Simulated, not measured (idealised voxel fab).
Herein follows the process module entitled voxel released beams.
Section shown: cut. Width: 255 nm. Cell size: 5 nm, square.
The cross-sections in this document take the form of a grid made of square cells. They are written out as bands, in order from top to bottom. Each band consists of one or more rows of cells. Quick guide to a band line: top height, bottom height (nm) up front; then every material left to right with its width in nm. Only one material and it's marked "all across"? Then it fills the band edge to edge. And "air" just means empty space. Where do heights start? At 0: under that level the wafer as delivered is made of one material only. And the lowest band has no floor; it just carries on downward, as in "0 down". It should be noted that a width expressed as "30..40" varies in equal increments from row to row of cells within the band, taking the value of the first number at the top row and that of the second number at the bottom row. "identical to before" after a step means that no cell of the cross-section changed. "Enclosed voids" means: voids of 8 cells or more that are shut off from the top with no open way through. Written width x height at distance, distance from the left edge, in nm. Whatever follows a step's settings on its line is a remark the simulator itself makes about that step. What "overlay nm" on a step's line means: if the step has a mask, that mask lay this far to the right of its planned place, or, when the value is negative, to the left.

Process steps - plan
1 op RECEIVE | material Si
2 op CONFORMAL_DEP | material Al2O3 | thk nm 10
3 op DIRECTIONAL_DEP | material SiO2 | thk nm 15
4 op DIRECTIONAL_DEP | material aC | thk nm 15
5 op PATTERN | tone open | mask id ANCHOR | material resist | width nm 45 | thk nm 30 | overlay nm 0
6 op DIRECTIONAL_ETCH | etch materials aC | depth nm 15
7 op STRIP | etch materials resist
8 op DIRECTIONAL_ETCH | etch materials SiO2 | depth nm 15
9 op STRIP | etch materials aC
10 op CONFORMAL_DEP | material polySi | thk nm 15
11 op PATTERN | tone cover | mask id BEAM | material resist | width nm 110 | thk nm 20 | overlay nm 0
12 op DIRECTIONAL_ETCH | etch materials polySi | depth nm 15
13 op STRIP | etch materials resist
14 op STRIP | etch materials SiO2

So this is the incoming wafer in cross-section - it's already been through step 1
* 0 down  Si all across
* Enclosed voids: none

Starting wafer: above. Plan: above. Run: one mistake. Cross-section after the module: below
* 40 to 25  75 air | 15 polySi | 15 air | 80 polySi | 70 air
* 25 to 10  75 air | 45 polySi | 135 air
* 10 to 0  Al2O3 all across
* 0 down  Si all across
* Enclosed voids: none
In executing the process, a mistake was made relative to the plan: step 11: run off-plan, actual operation and settings op PATTERN | tone cover | mask id BEAM | material resist | width nm 110 | thk nm 20 | overlay nm 5
